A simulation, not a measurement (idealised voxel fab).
You're looking at the process module voxel transistor to metal.
Square cells of 5 nm make up the cross-section cut, whose width is 250 nm.
Cross-section format: a grid of square cells, given as bands from top to bottom; each band is one or more rows of cells. The band entry comprises the height of the band's top followed by the height of its bottom, expressed in nm, and subsequently the band's materials from left to right, each stated together with its width in nm. Where a single material is marked with the word "everywhere", that material fills the band from edge to edge. The word "air" represents empty space. The reference from which all heights are counted is 0, the level beneath which the as-received wafer is entirely one material; the lowest band, having no lower bound, proceeds downward and is written after the example "0 down". With a width like "30..40", each row of cells in the band differs from the next by the same amount, the top row carrying the first number and the bottom row the second. "no change occurred" -> step changed no cross-section cell. The entry "Non-vented voids" lists the empty spaces that cover at least 8 cells and have no open path to the top. Each is written as width x height at distance, where the distance is measured from the left edge and all three values are in nm. Anything after a step's settings on that line? It's the simulator's own note about the step. "overlay nm" denotes, for a step that has a mask, the displacement of the mask to the right of its planned place, with negative values corresponding to the left.

The following list gives the planned process steps
- 1: RECEIVE,material Si
- 2: OXIDIZE,depth nm 5
- 3: CONFORMAL_DEP,material SiN,thk nm 15
- 4: PATTERN,tone cover,mask id ACTIVE,material resist,width nm 100,pitch nm 120,thk nm 15,overlay nm 0
- 5: DIRECTIONAL_ETCH,etch materials SiN,depth nm 15
- 6: DIRECTIONAL_ETCH,etch materials SiO2,depth nm 5
- 7: DIRECTIONAL_ETCH,etch materials Si,depth nm 35
- 8: STRIP,etch materials resist
- 9: OXIDIZE,depth nm 5
- 10: FILL_DEP,material SiO2,thk nm 5
- 11: CMP,height nm 15
- 12: SELECTIVE_ETCH,etch materials SiO2,depth nm 15
- 13: STRIP,etch materials SiN
- 14: SELECTIVE_ETCH,etch materials SiO2,depth nm 5
- 15: OXIDIZE,depth nm 5
- 16: DIRECTIONAL_DEP,material polySi,thk nm 30
- 17: DIRECTIONAL_DEP,material SiCN,thk nm 10
- 18: MASKED_ETCH,tone cover,mask id GATE,width nm 20,pitch nm 120,etch materials SiCN,depth nm 20,overlay nm 0
- 19: MASKED_ETCH,tone cover,mask id GATE,width nm 20,pitch nm 120,etch materials polySi,depth nm 40,overlay nm 0
- 20: CONFORMAL_DEP,material SiO2,thk nm 5
- 21: DIRECTIONAL_ETCH,etch materials SiO2,depth nm 5
- 22: CONFORMAL_DEP,material SiN,thk nm 5
- 23: DIRECTIONAL_ETCH,etch materials SiN,depth nm 5
- 24: DIRECTIONAL_ETCH,etch materials SiO2,depth nm 5
- 25: DIRECTIONAL_ETCH,etch materials Si,depth nm 15
- 26: EPI,material pSi,thk nm 15
- 27: FILL_DEP,material SiO2,thk nm 10
- 28: CMP,height nm 35
- 29: DIRECTIONAL_DEP,material SiO2,thk nm 15
- 30: MASKED_ETCH,tone open,mask id CONTACT,width nm 20,etch materials SiO2,depth nm 60,overlay nm 0
- 31: CONFORMAL_DEP,material TiN,thk nm 5
- 32: FILL_DEP,material Ru,thk nm 10
- 33: CMP,height nm 50
- 34: CONFORMAL_DEP,material SiN,thk nm 5
- 35: DIRECTIONAL_DEP,material lowk,thk nm 25
- 36: DIRECTIONAL_DEP,material aC,thk nm 10
- 37: PATTERN,tone open,mask id METAL_1,material resist,width nm 20,thk nm 25,overlay nm 0
- 38: DIRECTIONAL_ETCH,etch materials aC,depth nm 10
- 39: STRIP,etch materials resist
- 40: DIRECTIONAL_ETCH,etch materials lowk,depth nm 25
- 41: DIRECTIONAL_ETCH,etch materials SiN,depth nm 5
- 42: STRIP,etch materials aC
- 43: CONFORMAL_DEP,material TiN,thk nm 5
- 44: FILL_DEP,material Cu,thk nm 5
- 45: CMP,height nm 80
- 46: CONFORMAL_DEP,material SiCN,thk nm 5
- 47: DIRECTIONAL_DEP,material lowk,thk nm 25
- 48: PATTERN,tone open,mask id METAL_2,material resist,width nm 20,pitch nm 120,thk nm 20,overlay nm 0
- 49: DIRECTIONAL_ETCH,etch materials lowk,depth nm 15
- 50: STRIP,etch materials resist
- 51: PATTERN,tone open,mask id METAL_2_HOLES,material resist,width nm 15,pitch nm 120,thk nm 20,overlay nm 0
- 52: DIRECTIONAL_ETCH,etch materials lowk,depth nm 10
- 53: DIRECTIONAL_ETCH,etch materials SiCN,depth nm 5
- 54: STRIP,etch materials resist
- 55: CONFORMAL_DEP,material TiN,thk nm 5
- 56: FILL_DEP,material Cu,thk nm 10
- 57: CMP,height nm 110
- 58: CONFORMAL_DEP,material SiN,thk nm 5

Wafer at receipt (post step 1), cross-section
	0 down = Si everywhere
	Non-vented voids: none

Cross-sectional view of the first of the two wafers upon completion of the module, processed in accordance with the plan
	115 to 110 = SiN everywhere
	110 to 100 = lowk (20), TiN (5), Cu (10), TiN (5), lowk (100), TiN (5), Cu (10), TiN (5), lowk (90)
	100 to 95 = lowk (20), TiN (5), Cu (5), TiN (10), lowk (100), TiN (5), Cu (5), TiN (10), lowk (90)
	95 to 85 = lowk (20), TiN (5), Cu (5), TiN (5), lowk (105), TiN (5), Cu (5), TiN (5), lowk (95)
	85 to 80 = SiCN (20), TiN (15), SiCN (105), TiN (15), SiCN (95)
	80 to 55 = lowk (20), TiN (5), Cu (10), TiN (5), lowk (50), TiN (5), Cu (10), TiN (5), lowk (30), TiN (5), Cu (10), TiN (5), lowk (50), TiN (5), Cu (10), TiN (5), lowk (20)
	55 to 50 = SiN (20), TiN (20), SiN (50), TiN (20), SiN (30), TiN (20), SiN (50), TiN (20), SiN (20)
	50 to 35 = SiO2 (20), TiN (5), Ru (10), TiN (5), SiO2 (50), TiN (5), Ru (10), TiN (5), SiO2 (30), TiN (5), Ru (10), TiN (5), SiO2 (50), TiN (5), Ru (10), TiN (5), SiO2 (20)
	35 to 25 = SiO2 (20), TiN (5), Ru (10), TiN (5), SiO2 (5), SiN (5), SiO2 (5), SiCN (20), SiO2 (5), SiN (5), SiO2 (5), TiN (5), Ru (10), TiN (5), SiO2 (30), TiN (5), Ru (10), TiN (5), SiO2 (5), SiN (5), SiO2 (5), SiCN (20), SiO2 (5), SiN (5), SiO2 (5), TiN (5), Ru (10), TiN (5), SiO2 (20)
	25 to 10 = SiO2 (20), TiN (5), Ru (10), TiN (5), SiO2 (5), SiN (5), SiO2 (5), polySi (20), SiO2 (5), SiN (5), SiO2 (5), TiN (5), Ru (10), TiN (5), SiO2 (30), TiN (5), Ru (10), TiN (5), SiO2 (5), SiN (5), SiO2 (5), polySi (20), SiO2 (5), SiN (5), SiO2 (5), TiN (5), Ru (10), TiN (5), SiO2 (20)
	10 to 5 = SiO2 (20), TiN (20), SiO2 (5), SiN (5), SiO2 (5), polySi (20), SiO2 (5), SiN (5), SiO2 (5), TiN (20), SiO2 (30), TiN (20), SiO2 (5), SiN (5), SiO2 (5), polySi (20), SiO2 (5), SiN (5), SiO2 (5), TiN (20), SiO2 (20)
	5 to -5 = SiO2 (20), TiN (10), pSi (15), SiN (5), SiO2 (5), polySi (20), SiO2 (5), SiN (5), pSi (15), TiN (10), SiO2 (30), TiN (10), pSi (15), SiN (5), SiO2 (5), polySi (20), SiO2 (5), SiN (5), pSi (15), TiN (10), SiO2 (20)
	-5 to -10 = SiO2 (20), TiN (10), pSi (15), SiO2 (40), pSi (15), TiN (10), SiO2 (30), TiN (10), pSi (15), SiO2 (40), pSi (15), TiN (10), SiO2 (20)
	-10 to -25 = SiO2 (20), pSi (25), Si (40), pSi (25), SiO2 (30), pSi (25), Si (40), pSi (25), SiO2 (20)
	-25 to -45 = SiO2 (20), Si (90), SiO2 (30), Si (90), SiO2 (20)
	-45 down = Si everywhere
	Non-vented voids: none

Here's the second of our two wafers sectioned at module end. Same start as the first, same plan, but one mistake got made running it
	115 to 110 = SiN everywhere
	110 to 100 = lowk (20), TiN (5), Cu (10), TiN (5), lowk (100), TiN (5), Cu (10), TiN (5), lowk (90)
	100 to 95 = lowk (20), TiN (5), Cu (5), TiN (10), lowk (100), TiN (5), Cu (5), TiN (10), lowk (90)
	95 to 85 = lowk (20), TiN (5), Cu (5), TiN (5), lowk (105), TiN (5), Cu (5), TiN (5), lowk (95)
	85 to 80 = SiCN (20), TiN (15), SiCN (105), TiN (15), SiCN (95)
	80 to 55 = lowk (20), TiN (5), Cu (10), TiN (5), lowk (50), TiN (5), Cu (10), TiN (5), lowk (30), TiN (5), Cu (10), TiN (5), lowk (50), TiN (5), Cu (10), TiN (5), lowk (20)
	55 to 50 = SiN (20), TiN (20), SiN (50), TiN (20), SiN (30), TiN (20), SiN (50), TiN (20), SiN (20)
	50 to 35 = SiO2 (20), TiN (5), Ru (10), TiN (5), SiO2 (50), TiN (5), Ru (10), TiN (5), SiO2 (30), TiN (5), Ru (10), TiN (5), SiO2 (50), TiN (5), Ru (10), TiN (5), SiO2 (20)
	35 to 25 = SiO2 (20), TiN (5), Ru (10), TiN (5), SiN (5), SiO2 (5), SiCN (20), SiO2 (5), SiN (5), SiO2 (10), TiN (5), Ru (10), TiN (5), SiO2 (30), TiN (5), Ru (10), TiN (5), SiN (5), SiO2 (5), SiCN (20), SiO2 (5), SiN (5), SiO2 (10), TiN (5), Ru (10), TiN (5), SiO2 (20)
	25 to 10 = SiO2 (20), TiN (5), Ru (10), TiN (5), SiN (5), SiO2 (5), polySi (25), SiO2 (5), SiN (5), SiO2 (5), TiN (5), Ru (10), TiN (5), SiO2 (30), TiN (5), Ru (10), TiN (5), SiN (5), SiO2 (5), polySi (25), SiO2 (5), SiN (5), SiO2 (5), TiN (5), Ru (10), TiN (5), SiO2 (20)
	10 to 5 = SiO2 (20), TiN (20), SiN (5), SiO2 (5), polySi (25), SiO2 (5), SiN (5), SiO2 (5), TiN (20), SiO2 (30), TiN (20), SiN (5), SiO2 (5), polySi (25), SiO2 (5), SiN (5), SiO2 (5), TiN (20), SiO2 (20)
	5 to -5 = SiO2 (20), TiN (5), pSi (15), SiN (5), SiO2 (5), polySi (25), SiO2 (5), SiN (5), pSi (15), TiN (10), SiO2 (30), TiN (5), pSi (15), SiN (5), SiO2 (5), polySi (25), SiO2 (5), SiN (5), pSi (15), TiN (10), SiO2 (20)
	-5 to -10 = SiO2 (20), TiN (5), pSi (15), SiO2 (45), pSi (15), TiN (10), SiO2 (30), TiN (5), pSi (15), SiO2 (45), pSi (15), TiN (10), SiO2 (20)
	-10 to -25 = SiO2 (20), pSi (20), Si (45), pSi (25), SiO2 (30), pSi (20), Si (45), pSi (25), SiO2 (20)
	-25 to -45 = SiO2 (20), Si (90), SiO2 (30), Si (90), SiO2 (20)
	-45 down = Si everywhere
	Non-vented voids: none
Run error: step 18 was processed under conditions differing from the plan, specifically as MASKED_ETCH,tone cover,mask id GATE,width nm 20,pitch nm 120,etch materials SiCN,depth nm 20,overlay nm -5
End check, counted in cells, second wafer has more or fewer of these materials than the first: Si +6 | SiO2 -6 | TiN -6 | pSi -6 | polySi +12
